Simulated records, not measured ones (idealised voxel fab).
Title: Process Module voxel wiring stack
Square cells of 5 nm make up the cross-section cut, whose width is 205 nm.
Throughout this document, each cross-section is represented as a grid of square cells and is presented as a sequence of bands enumerated from the top downward, where a band comprises one or more rows of cells.
Band entry format. Leading values: height of top, height of bottom, nm. Remainder: materials in left-to-right order, each with its width in nm. Special words: "throughout" on a single material, which then fills the band edge to edge; "air", empty space.
Below 0: as-received wafer, all one material; heights counted from there. Lowest band: no bottom, goes on down, written "0..down".
Top row gets the first number, bottom row gets the second, and each row in between changes by the same step: that is how a band width like "30..40" works.
Take "identical to before" at face value: in the step it is given for, the cross-section changed in none of its cells.
The label "Closed internal cavities" introduces a list of the empty spaces, 8 cells or larger, that have no open way up to the top; each entry in it reads width x height at distance, where the distance is taken from the left edge and all three are stated in nm.
Post-settings text on a step line: simulator's own remark regarding the step.
On any step carrying a mask, the "overlay nm" setting, if present on the step's line, tells how far right of its planned place the mask lay; negative values point to the left.
**Below is the list of planned process steps**
1. RECEIVE | material Si
2. CONFORMAL_DEP | material SiO2 | thk nm 15
3. CONFORMAL_DEP | material SiCN | thk nm 5
4. DIRECTIONAL_DEP | material lowk | thk nm 25
5. DIRECTIONAL_DEP | material aC | thk nm 10
6. PATTERN | tone open | mask id METAL_1 | material resist | width nm 25 | pitch nm 50 | thk nm 30 | overlay nm 0
7. DIRECTIONAL_ETCH | etch materials aC | depth nm 10
8. STRIP | etch materials resist
9. DIRECTIONAL_ETCH | etch materials lowk | depth nm 25
10. DIRECTIONAL_ETCH | etch materials SiCN | depth nm 5
11. STRIP | etch materials aC
12. CONFORMAL_DEP | material TiN | thk nm 5
13. FILL_DEP | material Cu | thk nm 10
14. CMP | height nm 45
15. CONFORMAL_DEP | material SiCN | thk nm 5
16. DIRECTIONAL_DEP | material lowk | thk nm 15
17. DIRECTIONAL_DEP | material aC | thk nm 15
18. PATTERN | tone open | mask id PLUG_1 | material resist | width nm 15 | pitch nm 50 | thk nm 30 | overlay nm 0
19. DIRECTIONAL_ETCH | etch materials aC | depth nm 15
20. STRIP | etch materials resist
21. DIRECTIONAL_ETCH | etch materials lowk | depth nm 15
22. DIRECTIONAL_ETCH | etch materials SiCN | depth nm 5
23. STRIP | etch materials aC
24. CONFORMAL_DEP | material TiN | thk nm 5
25. FILL_DEP | material Ru | thk nm 5
26. CMP | height nm 65
27. DIRECTIONAL_DEP | material TiN | thk nm 5
28. DIRECTIONAL_DEP | material W | thk nm 20
29. MASKED_ETCH | tone cover | mask id METAL_2 | width nm 25 | pitch nm 50 | etch materials W | depth nm 20 | overlay nm 0
30. MASKED_ETCH | tone cover | mask id METAL_2 | width nm 25 | pitch nm 50 | etch materials TiN | depth nm 5 | overlay nm 0
31. FILL_DEP | material SiO2 | thk nm 5
32. CMP | height nm 90
33. CONFORMAL_DEP | material SiN | thk nm 5
**So, the first of our two wafers, run just as we planned it**
**Delivered wafer in cross-section: state after step 1**
  0..down  Si throughout
  Closed internal cavities: none
**Step 2 complete: cross-section through the wafer**
  15..0  SiO2 throughout
  Under the height 0 nothing was changed.
**Step 3 complete: cross-section through the wafer**
  20..15  SiCN throughout
  Under the height 15 nothing was changed.
**Step 4 complete: cross-section through the wafer**
  45..20  lowk throughout
  Under the height 20 nothing was changed.
**Step 5 complete: cross-section through the wafer**
  55..45  aC throughout
  Under the height 45 nothing was changed.
**Step 6 complete: cross-section through the wafer**
  85..55  resist: 40, air: 25, resist: 25, air: 25, resist: 25, air: 25, resist: 40
  Under the height 55 nothing was changed.
**Step 7 complete: cross-section through the wafer**
  75..55  resist: 40, air: 25, resist: 25, air: 25, resist: 25, air: 25, resist: 40
  55..45  aC: 40, air: 25, aC: 25, air: 25, aC: 25, air: 25, aC: 40
  Under the height 45 nothing was changed.
**Step 8 complete: cross-section through the wafer**
  55..45  aC: 40, air: 25, aC: 25, air: 25, aC: 25, air: 25, aC: 40
  Under the height 45 nothing was changed.
**Step 9 complete: cross-section through the wafer**
  55..45  aC: 40, air: 25, aC: 25, air: 25, aC: 25, air: 25, aC: 40
  45..20  lowk: 40, air: 25, lowk: 25, air: 25, lowk: 25, air: 25, lowk: 40
  Under the height 20 nothing was changed.
**Step 10 complete: cross-section through the wafer**
  55..45  aC: 40, air: 25, aC: 25, air: 25, aC: 25, air: 25, aC: 40
  45..20  lowk: 40, air: 25, lowk: 25, air: 25, lowk: 25, air: 25, lowk: 40
  20..15  SiCN: 40, air: 25, SiCN: 25, air: 25, SiCN: 25, air: 25, SiCN: 40
  Under the height 15 nothing was changed.
**Step 11 complete: cross-section through the wafer**
  45..20  lowk: 40, air: 25, lowk: 25, air: 25, lowk: 25, air: 25, lowk: 40
  Under the height 20 nothing was changed.
**Step 12 complete: cross-section through the wafer**
  50..45  TiN: 45, air: 15, TiN: 35, air: 15, TiN: 35, air: 15, TiN: 45
  45..20  lowk: 40, TiN: 5, air: 15, TiN: 5, lowk: 25, TiN: 5, air: 15, TiN: 5, lowk: 25, TiN: 5, air: 15, TiN: 5, lowk: 40
  20..15  SiCN: 40, TiN: 25, SiCN: 25, TiN: 25, SiCN: 25, TiN: 25, SiCN: 40
  Under the height 15 nothing was changed.
**Step 13 complete: cross-section through the wafer**
  60..50  Cu throughout
  50..45  TiN: 45, Cu: 15, TiN: 35, Cu: 15, TiN: 35, Cu: 15, TiN: 45
  45..20  lowk: 40, TiN: 5, Cu: 15, TiN: 5, lowk: 25, TiN: 5, Cu: 15, TiN: 5, lowk: 25, TiN: 5, Cu: 15, TiN: 5, lowk: 40
  Under the height 20 nothing was changed.
**Step 14 complete: cross-section through the wafer**
  45..20  lowk: 40, TiN: 5, Cu: 15, TiN: 5, lowk: 25, TiN: 5, Cu: 15, TiN: 5, lowk: 25, TiN: 5, Cu: 15, TiN: 5, lowk: 40
  Under the height 20 nothing was changed.
**Step 15 complete: cross-section through the wafer**
  50..45  SiCN throughout
  Under the height 45 nothing was changed.
**Step 16 complete: cross-section through the wafer**
  65..50  lowk throughout
  Under the height 50 nothing was changed.
**Step 17 complete: cross-section through the wafer**
  80..65  aC throughout
  Under the height 65 nothing was changed.
**Step 18 complete: cross-section through the wafer**
  110..80  resist: 40, air: 15, resist: 35, air: 15, resist: 35, air: 15, resist: 50
  Under the height 80 nothing was changed.
**Step 19 complete: cross-section through the wafer**
  95..80  resist: 40, air: 15, resist: 35, air: 15, resist: 35, air: 15, resist: 50
  80..65  aC: 40, air: 15, aC: 35, air: 15, aC: 35, air: 15, aC: 50
  Under the height 65 nothing was changed.
**Step 20 complete: cross-section through the wafer**
  80..65  aC: 40, air: 15, aC: 35, air: 15, aC: 35, air: 15, aC: 50
  Under the height 65 nothing was changed.
**Step 21 complete: cross-section through the wafer**
  80..65  aC: 40, air: 15, aC: 35, air: 15, aC: 35, air: 15, aC: 50
  65..50  lowk: 40, air: 15, lowk: 35, air: 15, lowk: 35, air: 15, lowk: 50
  Under the height 50 nothing was changed.
**Step 22 complete: cross-section through the wafer**
  80..65  aC: 40, air: 15, aC: 35, air: 15, aC: 35, air: 15, aC: 50
  65..50  lowk: 40, air: 15, lowk: 35, air: 15, lowk: 35, air: 15, lowk: 50
  50..45  SiCN: 40, air: 15, SiCN: 35, air: 15, SiCN: 35, air: 15, SiCN: 50
  Under the height 45 nothing was changed.
**Step 23 complete: cross-section through the wafer**
  65..50  lowk: 40, air: 15, lowk: 35, air: 15, lowk: 35, air: 15, lowk: 50
  Under the height 50 nothing was changed.
**Step 24 complete: cross-section through the wafer**
  70..65  TiN: 45, air: 5, TiN: 45, air: 5, TiN: 45, air: 5, TiN: 55
  65..50  lowk: 40, TiN: 5, air: 5, TiN: 5, lowk: 35, TiN: 5, air: 5, TiN: 5, lowk: 35, TiN: 5, air: 5, TiN: 5, lowk: 50
  50..45  SiCN: 40, TiN: 15, SiCN: 35, TiN: 15, SiCN: 35, TiN: 15, SiCN: 50
  Under the height 45 nothing was changed.
**Step 25 complete: cross-section through the wafer**
  75..70  Ru throughout
  70..65  TiN: 45, Ru: 5, TiN: 45, Ru: 5, TiN: 45, Ru: 5, TiN: 55
  65..50  lowk: 40, TiN: 5, Ru: 5, TiN: 5, lowk: 35, TiN: 5, Ru: 5, TiN: 5, lowk: 35, TiN: 5, Ru: 5, TiN: 5, lowk: 50
  Under the height 50 nothing was changed.
**Step 26 complete: cross-section through the wafer**
  65..50  lowk: 40, TiN: 5, Ru: 5, TiN: 5, lowk: 35, TiN: 5, Ru: 5, TiN: 5, lowk: 35, TiN: 5, Ru: 5, TiN: 5, lowk: 50
  Under the height 50 nothing was changed.
**Step 27 complete: cross-section through the wafer**
  70..65  TiN throughout
  Under the height 65 nothing was changed.
**Step 28 complete: cross-section through the wafer**
  90..70  W throughout
  Under the height 70 nothing was changed.
**Step 29 complete: cross-section through the wafer**
  90..70  air: 40, W: 25, air: 25, W: 25, air: 25, W: 25, air: 40
  Under the height 70 nothing was changed.
**Step 30 complete: cross-section through the wafer**
  90..70  air: 40, W: 25, air: 25, W: 25, air: 25, W: 25, air: 40
  70..65  air: 40, TiN: 25, air: 25, TiN: 25, air: 25, TiN: 25, air: 40
  Under the height 65 nothing was changed.
**Step 31 complete: cross-section through the wafer**
  95..90  SiO2 throughout
  90..70  SiO2: 40, W: 25, SiO2: 25, W: 25, SiO2: 25, W: 25, SiO2: 40
  70..65  SiO2: 40, TiN: 25, SiO2: 25, TiN: 25, SiO2: 25, TiN: 25, SiO2: 40
  Under the height 65 nothing was changed.
**Step 32 complete: cross-section through the wafer**
  90..70  SiO2: 40, W: 25, SiO2: 25, W: 25, SiO2: 25, W: 25, SiO2: 40
  Under the height 70 nothing was changed.
**Step 33 complete: cross-section through the wafer**
  95..90  SiN throughout
  Under the height 90 nothing was changed.
**Regarding the second of the two wafers: it shared the first wafer's starting condition and process plan, yet one error occurred during its execution. Its history coincides with that of the first wafer up to and including step 5**
**Cross-sectional representation of the second wafer at the time designated in the plan for the completion of step 6**
  85..55  resist: 50, air: 25, resist: 25, air: 25, resist: 25, air: 25, resist: 30
  Under the height 55 nothing was changed.
**Cross-sectional representation of the second wafer at the time designated in the plan for the completion of step 7**
  75..55  resist: 50, air: 25, resist: 25, air: 25, resist: 25, air: 25, resist: 30
  55..45  aC: 50, air: 25, aC: 25, air: 25, aC: 25, air: 25, aC: 30
  Under the height 45 nothing was changed.
**Cross-sectional representation of the second wafer at the time designated in the plan for the completion of step 8**
  55..45  aC: 50, air: 25, aC: 25, air: 25, aC: 25, air: 25, aC: 30
  Under the height 45 nothing was changed.
**Cross-sectional representation of the second wafer at the time designated in the plan for the completion of step 9**
  55..45  aC: 50, air: 25, aC: 25, air: 25, aC: 25, air: 25, aC: 30
  45..20  lowk: 50, air: 25, lowk: 25, air: 25, lowk: 25, air: 25, lowk: 30
  Under the height 20 nothing was changed.
**Cross-sectional representation of the second wafer at the time designated in the plan for the completion of step 10**
  55..45  aC: 50, air: 25, aC: 25, air: 25, aC: 25, air: 25, aC: 30
  45..20  lowk: 50, air: 25, lowk: 25, air: 25, lowk: 25, air: 25, lowk: 30
  20..15  SiCN: 50, air: 25, SiCN: 25, air: 25, SiCN: 25, air: 25, SiCN: 30
  Under the height 15 nothing was changed.
**Cross-sectional representation of the second wafer at the time designated in the plan for the completion of step 11**
  45..20  lowk: 50, air: 25, lowk: 25, air: 25, lowk: 25, air: 25, lowk: 30
  Under the height 20 nothing was changed.
**Cross-sectional representation of the second wafer at the time designated in the plan for the completion of step 12**
  50..45  TiN: 55, air: 15, TiN: 35, air: 15, TiN: 35, air: 15, TiN: 35
  45..20  lowk: 50, TiN: 5, air: 15, TiN: 5, lowk: 25, TiN: 5, air: 15, TiN: 5, lowk: 25, TiN: 5, air: 15, TiN: 5, lowk: 30
  20..15  SiCN: 50, TiN: 25, SiCN: 25, TiN: 25, SiCN: 25, TiN: 25, SiCN: 30
  Under the height 15 nothing was changed.
**Cross-sectional representation of the second wafer at the time designated in the plan for the completion of step 13**
  60..50  Cu throughout
  50..45  TiN: 55, Cu: 15, TiN: 35, Cu: 15, TiN: 35, Cu: 15, TiN: 35
  45..20  lowk: 50, TiN: 5, Cu: 15, TiN: 5, lowk: 25, TiN: 5, Cu: 15, TiN: 5, lowk: 25, TiN: 5, Cu: 15, TiN: 5, lowk: 30
  Under the height 20 nothing was changed.
**Cross-sectional representation of the second wafer at the time designated in the plan for the completion of step 14**
  45..20  lowk: 50, TiN: 5, Cu: 15, TiN: 5, lowk: 25, TiN: 5, Cu: 15, TiN: 5, lowk: 25, TiN: 5, Cu: 15, TiN: 5, lowk: 30
  Under the height 20 nothing was changed.
**Cross-sectional representation of the second wafer at the time designated in the plan for the completion of step 15**
  50..45  SiCN throughout
  Under the height 45 nothing was changed.
**Cross-sectional representation of the second wafer at the time designated in the plan for the completion of step 16**
  65..50  lowk throughout
  Under the height 50 nothing was changed.
**Cross-sectional representation of the second wafer at the time designated in the plan for the completion of step 17**
  80..65  aC throughout
  Under the height 65 nothing was changed.
**Cross-sectional representation of the second wafer at the time designated in the plan for the completion of step 18**
  110..80  resist: 40, air: 15, resist: 35, air: 15, resist: 35, air: 15, resist: 50
  Under the height 80 nothing was changed.
**Cross-sectional representation of the second wafer at the time designated in the plan for the completion of step 19**
  95..80  resist: 40, air: 15, resist: 35, air: 15, resist: 35, air: 15, resist: 50
  80..65  aC: 40, air: 15, aC: 35, air: 15, aC: 35, air: 15, aC: 50
  Under the height 65 nothing was changed.
**Cross-sectional representation of the second wafer at the time designated in the plan for the completion of step 20**
  80..65  aC: 40, air: 15, aC: 35, air: 15, aC: 35, air: 15, aC: 50
  Under the height 65 nothing was changed.
**Cross-sectional representation of the second wafer at the time designated in the plan for the completion of step 21**
  80..65  aC: 40, air: 15, aC: 35, air: 15, aC: 35, air: 15, aC: 50
  65..50  lowk: 40, air: 15, lowk: 35, air: 15, lowk: 35, air: 15, lowk: 50
  Under the height 50 nothing was changed.
**Cross-sectional representation of the second wafer at the time designated in the plan for the completion of step 22**
  80..65  aC: 40, air: 15, aC: 35, air: 15, aC: 35, air: 15, aC: 50
  65..50  lowk: 40, air: 15, lowk: 35, air: 15, lowk: 35, air: 15, lowk: 50
  50..45  SiCN: 40, air: 15, SiCN: 35, air: 15, SiCN: 35, air: 15, SiCN: 50
  Under the height 45 nothing was changed.
**Cross-sectional representation of the second wafer at the time designated in the plan for the completion of step 23**
  65..50  lowk: 40, air: 15, lowk: 35, air: 15, lowk: 35, air: 15, lowk: 50
  Under the height 50 nothing was changed.
**Cross-sectional representation of the second wafer at the time designated in the plan for the completion of step 24**
  70..65  TiN: 45, air: 5, TiN: 45, air: 5, TiN: 45, air: 5, TiN: 55
  65..50  lowk: 40, TiN: 5, air: 5, TiN: 5, lowk: 35, TiN: 5, air: 5, TiN: 5, lowk: 35, TiN: 5, air: 5, TiN: 5, lowk: 50
  50..45  SiCN: 40, TiN: 15, SiCN: 35, TiN: 15, SiCN: 35, TiN: 15, SiCN: 50
  Under the height 45 nothing was changed.
**Cross-sectional representation of the second wafer at the time designated in the plan for the completion of step 25**
  75..70  Ru throughout
  70..65  TiN: 45, Ru: 5, TiN: 45, Ru: 5, TiN: 45, Ru: 5, TiN: 55
  65..50  lowk: 40, TiN: 5, Ru: 5, TiN: 5, lowk: 35, TiN: 5, Ru: 5, TiN: 5, lowk: 35, TiN: 5, Ru: 5, TiN: 5, lowk: 50
  Under the height 50 nothing was changed.
**Cross-sectional representation of the second wafer at the time designated in the plan for the completion of step 26**
  65..50  lowk: 40, TiN: 5, Ru: 5, TiN: 5, lowk: 35, TiN: 5, Ru: 5, TiN: 5, lowk: 35, TiN: 5, Ru: 5, TiN: 5, lowk: 50
  Under the height 50 nothing was changed.
**Cross-sectional representation of the second wafer at the time designated in the plan for the completion of step 27**
  70..65  TiN throughout
  Under the height 65 nothing was changed.
**Cross-sectional representation of the second wafer at the time designated in the plan for the completion of step 28**
  90..70  W throughout
  Under the height 70 nothing was changed.
**Cross-sectional representation of the second wafer at the time designated in the plan for the completion of step 29**
  90..70  air: 40, W: 25, air: 25, W: 25, air: 25, W: 25, air: 40
  Under the height 70 nothing was changed.
**Cross-sectional representation of the second wafer at the time designated in the plan for the completion of step 30**
  90..70  air: 40, W: 25, air: 25, W: 25, air: 25, W: 25, air: 40
  70..65  air: 40, TiN: 25, air: 25, TiN: 25, air: 25, TiN: 25, air: 40
  Under the height 65 nothing was changed.
**Cross-sectional representation of the second wafer at the time designated in the plan for the completion of step 31**
  95..90  SiO2 throughout
  90..70  SiO2: 40, W: 25, SiO2: 25, W: 25, SiO2: 25, W: 25, SiO2: 40
  70..65  SiO2: 40, TiN: 25, SiO2: 25, TiN: 25, SiO2: 25, TiN: 25, SiO2: 40
  Under the height 65 nothing was changed.
**Cross-sectional representation of the second wafer at the time designated in the plan for the completion of step 32**
  90..70  SiO2: 40, W: 25, SiO2: 25, W: 25, SiO2: 25, W: 25, SiO2: 40
  Under the height 70 nothing was changed.
**Cross-sectional representation of the second wafer at the time designated in the plan for the completion of step 33**
  95..90  SiN throughout
  Under the height 90 nothing was changed.
Finding, execution versus plan: step 6 ran differently from the plan; actual operation with settings: PATTERN | tone open | mask id METAL_1 | material resist | width nm 25 | pitch nm 50 | thk nm 30 | overlay nm 10
At the end, each material covers as many cells on the second wafer as it does on the first, though the cells it covers are elsewhere.
